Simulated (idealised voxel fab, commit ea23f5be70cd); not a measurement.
process module | voxel capacitor over wiring
cross-section cut | 255 nm wide | cells 5 nm
A cross-section is a grid of square cells, given in bands from the top down. A band is one or more rows of cells.
Each band's line starts with the height of the band's top and of its bottom, in nm. Then come its materials from left to right, each with its width in nm. One material with "throughout" fills the band from edge to edge. "air" is empty space.
Height 0 is the level under which the wafer as received is all one material. The lowest band goes on downwards, as in "0 down".
A width such as "30 to 40" changes by the same amount from each row of cells to the next, from the band's top row to its bottom row.
"no change" after a step means that no cell of the cross-section changed.
closed voids: empty space of 8 cells or more with no open way to the top, each as width x height at its distance from the left edge, in nm
after a step's settings: what the simulator itself notes on the step
overlay nm, on a step with a mask: how far to the right of its planned place the mask lay; to the left if negative
plan
1 op RECEIVE | material Si
2 op CONFORMAL_DEP | material SiO2 | thk nm 10
3 op CONFORMAL_DEP | material SiN | thk nm 5
4 op DIRECTIONAL_DEP | material SiO2 | thk nm 20
5 op PATTERN | tone open | mask id METAL_1 | material resist | width nm 30 | pitch nm 80 | thk nm 15 | overlay nm 0
6 op DIRECTIONAL_ETCH | etch materials SiO2 | depth nm 20
7 op DIRECTIONAL_ETCH | etch materials SiN | depth nm 5
8 op STRIP | etch materials resist
9 op CONFORMAL_DEP | material TiN | thk nm 5
10 op FILL_DEP | material Ru | thk nm 5
11 op CMP | height nm 35
12 op EPI | material Ru | thk nm 5
13 op FILL_DEP | material SiCN | thk nm 5
14 op DIRECTIONAL_DEP | material lowk | thk nm 10
15 op PATTERN | tone open | mask id PLUG_1 | material resist | width nm 15 | thk nm 15 | overlay nm 0
16 op DIRECTIONAL_ETCH | etch materials lowk | depth nm 10
17 op DIRECTIONAL_ETCH | etch materials SiCN | depth nm 5
18 op STRIP | etch materials resist
19 op EPI | material Ru | thk nm 10
20 op EPI | material Ru | thk nm 5
21 op DIRECTIONAL_DEP | material TiN | thk nm 5
22 op DIRECTIONAL_DEP | material SiN | thk nm 5
23 op DIRECTIONAL_DEP | material TiN | thk nm 10
24 op DIRECTIONAL_DEP | material aC | thk nm 10
25 op PATTERN | tone cover | mask id UPPER_PLATE | material resist | width nm 55 | thk nm 25 | overlay nm 0
26 op DIRECTIONAL_ETCH | etch materials aC | depth nm 10
27 op STRIP | etch materials resist
28 op DIRECTIONAL_ETCH | etch materials TiN | depth nm 10
29 op DIRECTIONAL_ETCH | etch materials SiN | depth nm 5
30 op STRIP | etch materials aC
31 op PATTERN | tone cover | mask id LOWER_PLATE | material resist | width nm 65 | thk nm 20 | overlay nm 0
32 op DIRECTIONAL_ETCH | etch materials TiN | depth nm 5
33 op STRIP | etch materials resist
34 op FILL_DEP | material SiO2 | thk nm 15
35 op CMP | height nm 85
36 op DIRECTIONAL_DEP | material aC | thk nm 10
37 op PATTERN | tone open | mask id PLUG_2 | material resist | width nm 15 | thk nm 30 | overlay nm 0
38 op DIRECTIONAL_ETCH | etch materials aC | depth nm 10
39 op STRIP | etch materials resist
40 op DIRECTIONAL_ETCH | etch materials SiO2 | depth nm 10
41 op STRIP | etch materials aC
42 op CONFORMAL_DEP | material TiN | thk nm 5
43 op FILL_DEP | material Ru | thk nm 5
44 op CMP | height nm 85
45 op CONFORMAL_DEP | material SiN | thk nm 5
first wafer, as planned
as received, after step 1
  0 down: Si throughout
  closed voids: none
after step 2
  10 to 0: SiO2 throughout
  below 0: unchanged
after step 3
  15 to 10: SiN throughout
  below 10: unchanged
after step 4
  35 to 15: SiO2 throughout
  below 15: unchanged
after step 5
  50 to 35: resist 70 | air 30 | resist 50 | air 30 | resist 75
  below 35: unchanged
after step 6
  50 to 35: resist 70 | air 30 | resist 50 | air 30 | resist 75
  35 to 15: SiO2 70 | air 30 | SiO2 50 | air 30 | SiO2 75
  below 15: unchanged
after step 7
  50 to 35: resist 70 | air 30 | resist 50 | air 30 | resist 75
  35 to 15: SiO2 70 | air 30 | SiO2 50 | air 30 | SiO2 75
  15 to 10: SiN 70 | air 30 | SiN 50 | air 30 | SiN 75
  below 10: unchanged
after step 8
  35 to 15: SiO2 70 | air 30 | SiO2 50 | air 30 | SiO2 75
  below 15: unchanged
after step 9
  40 to 35: TiN 75 | air 20 | TiN 60 | air 20 | TiN 80
  35 to 15: SiO2 70 | TiN 5 | air 20 | TiN 5 | SiO2 50 | TiN 5 | air 20 | TiN 5 | SiO2 75
  15 to 10: SiN 70 | TiN 30 | SiN 50 | TiN 30 | SiN 75
  below 10: unchanged
after step 10
  45 to 40: Ru throughout
  40 to 35: TiN 75 | Ru 20 | TiN 60 | Ru 20 | TiN 80
  35 to 15: SiO2 70 | TiN 5 | Ru 20 | TiN 5 | SiO2 50 | TiN 5 | Ru 20 | TiN 5 | SiO2 75
  below 15: unchanged
after step 11
  35 to 15: SiO2 70 | TiN 5 | Ru 20 | TiN 5 | SiO2 50 | TiN 5 | Ru 20 | TiN 5 | SiO2 75
  below 15: unchanged
after step 12
  40 to 35: air 65 | Ru 40 | air 40 | Ru 40 | air 70
  below 35: unchanged
after step 13
  45 to 40: SiCN throughout
  40 to 35: SiCN 65 | Ru 40 | SiCN 40 | Ru 40 | SiCN 70
  below 35: unchanged
after step 14
  55 to 45: lowk throughout
  below 45: unchanged
after step 15
  70 to 55: resist 85 | air 15 | resist 155
  below 55: unchanged
after step 16
  70 to 55: resist 85 | air 15 | resist 155
  55 to 45: lowk 85 | air 15 | lowk 155
  below 45: unchanged
after step 17
  70 to 55: resist 85 | air 15 | resist 155
  55 to 45: lowk 85 | air 15 | lowk 155
  45 to 40: SiCN 85 | air 15 | SiCN 155
  below 40: unchanged
after step 18
  55 to 45: lowk 85 | air 15 | lowk 155
  below 45: unchanged
after step 19
  55 to 50: lowk 85 | air 15 | lowk 155
  50 to 45: lowk 85 | Ru 15 | lowk 155
  45 to 40: SiCN 85 | Ru 15 | SiCN 155
  below 40: unchanged
after step 20
  55 to 45: lowk 85 | Ru 15 | lowk 155
  below 45: unchanged
after step 21
  60 to 55: TiN throughout
  below 55: unchanged
after step 22
  65 to 60: SiN throughout
  below 60: unchanged
after step 23
  75 to 65: TiN throughout
  below 65: unchanged
after step 24
  85 to 75: aC throughout
  below 75: unchanged
after step 25
  110 to 85: air 85 | resist 55 | air 115
  below 85: unchanged
after step 26
  100 to 85: air 85 | resist 55 | air 115
  85 to 75: air 85 | aC 55 | air 115
  below 75: unchanged
after step 27
  85 to 75: air 85 | aC 55 | air 115
  below 75: unchanged
after step 28
  85 to 75: air 85 | aC 55 | air 115
  75 to 65: air 85 | TiN 55 | air 115
  below 65: unchanged
after step 29
  85 to 75: air 85 | aC 55 | air 115
  75 to 65: air 85 | TiN 55 | air 115
  65 to 60: air 85 | SiN 55 | air 115
  below 60: unchanged
after step 30
  75 to 65: air 85 | TiN 55 | air 115
  below 65: unchanged
after step 31
  95 to 75: air 80 | resist 65 | air 110
  75 to 65: air 80 | resist 5 | TiN 55 | resist 5 | air 110
  65 to 60: air 80 | resist 5 | SiN 55 | resist 5 | air 110
  below 60: unchanged
after step 32
  95 to 75: air 80 | resist 65 | air 110
  75 to 65: air 80 | resist 5 | TiN 55 | resist 5 | air 110
  65 to 60: air 80 | resist 5 | SiN 55 | resist 5 | air 110
  60 to 55: air 80 | TiN 65 | air 110
  below 55: unchanged
after step 33
  75 to 65: air 85 | TiN 55 | air 115
  65 to 60: air 85 | SiN 55 | air 115
  below 60: unchanged
after step 34
  90 to 75: SiO2 throughout
  75 to 65: SiO2 85 | TiN 55 | SiO2 115
  65 to 60: SiO2 85 | SiN 55 | SiO2 115
  60 to 55: SiO2 80 | TiN 65 | SiO2 110
  below 55: unchanged
after step 35
  85 to 75: SiO2 throughout
  below 75: unchanged
after step 36
  95 to 85: aC throughout
  below 85: unchanged
after step 37
  125 to 95: resist 95 | air 15 | resist 145
  below 95: unchanged
after step 38
  115 to 95: resist 95 | air 15 | resist 145
  95 to 85: aC 95 | air 15 | aC 145
  below 85: unchanged
after step 39
  95 to 85: aC 95 | air 15 | aC 145
  below 85: unchanged
after step 40
  95 to 85: aC 95 | air 15 | aC 145
  85 to 75: SiO2 95 | air 15 | SiO2 145
  below 75: unchanged
after step 41
  85 to 75: SiO2 95 | air 15 | SiO2 145
  below 75: unchanged
after step 42
  90 to 85: TiN 100 | air 5 | TiN 150
  85 to 80: SiO2 95 | TiN 5 | air 5 | TiN 5 | SiO2 145
  80 to 75: SiO2 95 | TiN 15 | SiO2 145
  below 75: unchanged
after step 43
  95 to 90: Ru throughout
  90 to 85: TiN 100 | Ru 5 | TiN 150
  85 to 80: SiO2 95 | TiN 5 | Ru 5 | TiN 5 | SiO2 145
  below 80: unchanged
after step 44
  85 to 80: SiO2 95 | TiN 5 | Ru 5 | TiN 5 | SiO2 145
  below 80: unchanged
after step 45
  90 to 85: SiN throughout
  below 85: unchanged
second wafer: like start, like plan, one mistake. Through step 18 it matches the first wafer
when step 19 should have ended
  60 to 55: air 80 | Ru 25 | air 150
  55 to 45: lowk 85 | Ru 15 | lowk 155
  45 to 40: SiCN 85 | Ru 15 | SiCN 155
  below 40: unchanged
when step 20 should have ended
  65 to 55: air 75 | Ru 35 | air 145
  below 55: unchanged
when step 21 should have ended
  70 to 65: air 75 | TiN 35 | air 145
  65 to 60: air 75 | Ru 35 | air 145
  60 to 55: TiN 75 | Ru 35 | TiN 145
  below 55: unchanged
when step 22 should have ended
  75 to 70: air 75 | SiN 35 | air 145
  70 to 65: air 75 | TiN 35 | air 145
  65 to 60: SiN 75 | Ru 35 | SiN 145
  below 60: unchanged
when step 23 should have ended
  85 to 75: air 75 | TiN 35 | air 145
  75 to 70: TiN 75 | SiN 35 | TiN 145
  70 to 65: TiN throughout
  below 65: unchanged
when step 24 should have ended
  95 to 85: air 75 | aC 35 | air 145
  85 to 75: aC 75 | TiN 35 | aC 145
  below 75: unchanged
when step 25 should have ended
  120 to 95: air 85 | resist 55 | air 115
  95 to 85: air 75 | aC 35 | resist 30 | air 115
  below 85: unchanged
when step 26 should have ended
  110 to 95: air 85 | resist 55 | air 115
  95 to 85: air 85 | aC 25 | resist 30 | air 115
  85 to 75: air 75 | TiN 35 | aC 30 | air 115
  below 75: unchanged
when step 27 should have ended
  95 to 85: air 85 | aC 25 | air 145
  below 85: unchanged
when step 28 should have ended
  95 to 85: air 85 | aC 25 | air 145
  85 to 75: air 85 | TiN 25 | aC 30 | air 115
  75 to 70: air 75 | SiN 35 | TiN 30 | air 115
  70 to 65: air 75 | TiN 65 | air 115
  below 65: unchanged
when step 29 should have ended
  95 to 85: air 85 | aC 25 | air 145
  85 to 75: air 85 | TiN 25 | aC 30 | air 115
  75 to 70: air 85 | SiN 25 | TiN 30 | air 115
  70 to 65: air 75 | TiN 65 | air 115
  65 to 60: air 75 | Ru 35 | SiN 30 | air 115
  below 60: unchanged
when step 30 should have ended
  85 to 75: air 85 | TiN 25 | air 145
  below 75: unchanged
when step 31 should have ended
  105 to 85: air 80 | resist 65 | air 110
  85 to 75: air 80 | resist 5 | TiN 25 | resist 35 | air 110
  75 to 70: air 80 | resist 5 | SiN 25 | TiN 30 | resist 5 | air 110
  70 to 65: air 75 | TiN 65 | resist 5 | air 110
  65 to 60: air 75 | Ru 35 | SiN 30 | resist 5 | air 110
  below 60: unchanged
when step 32 should have ended
  105 to 85: air 80 | resist 65 | air 110
  85 to 75: air 80 | resist 5 | TiN 25 | resist 35 | air 110
  75 to 70: air 80 | resist 5 | SiN 25 | TiN 30 | resist 5 | air 110
  70 to 65: air 80 | TiN 60 | resist 5 | air 110
  65 to 60: air 75 | Ru 35 | SiN 30 | resist 5 | air 110
  60 to 55: air 75 | Ru 35 | TiN 35 | air 110
  below 55: unchanged
when step 33 should have ended
  85 to 75: air 85 | TiN 25 | air 145
  75 to 70: air 85 | SiN 25 | TiN 30 | air 115
  70 to 65: air 80 | TiN 60 | air 115
  65 to 60: air 75 | Ru 35 | SiN 30 | air 115
  below 60: unchanged
when step 34 should have ended
  100 to 85: SiO2 throughout
  85 to 75: SiO2 85 | TiN 25 | SiO2 145
  75 to 70: SiO2 85 | SiN 25 | TiN 30 | SiO2 115
  70 to 65: SiO2 80 | TiN 60 | SiO2 115
  65 to 60: SiO2 75 | Ru 35 | SiN 30 | SiO2 115
  60 to 55: SiO2 75 | Ru 35 | TiN 35 | SiO2 110
  below 55: unchanged
when step 35 should have ended
  85 to 75: SiO2 85 | TiN 25 | SiO2 145
  below 75: unchanged
when step 36 should have ended
  95 to 85: aC throughout
  below 85: unchanged
when step 37 should have ended
  125 to 95: resist 95 | air 15 | resist 145
  below 95: unchanged
when step 38 should have ended
  115 to 95: resist 95 | air 15 | resist 145
  95 to 85: aC 95 | air 15 | aC 145
  below 85: unchanged
when step 39 should have ended
  95 to 85: aC 95 | air 15 | aC 145
  below 85: unchanged
when step 40 should have ended: no change
when step 41 should have ended
  85 to 75: SiO2 85 | TiN 25 | SiO2 145
  below 75: unchanged
when step 42 should have ended
  90 to 85: TiN throughout
  below 85: unchanged
when step 43 should have ended
  95 to 90: Ru throughout
  below 90: unchanged
when step 44 should have ended
  85 to 75: SiO2 85 | TiN 25 | SiO2 145
  below 75: unchanged
when step 45 should have ended
  90 to 85: SiN throughout
  below 85: unchanged
what went wrong: step 19 was run twice
at the end the second wafer has, in cells: 13 more of Ru | 8 fewer of SiO2 | 5 fewer of TiN
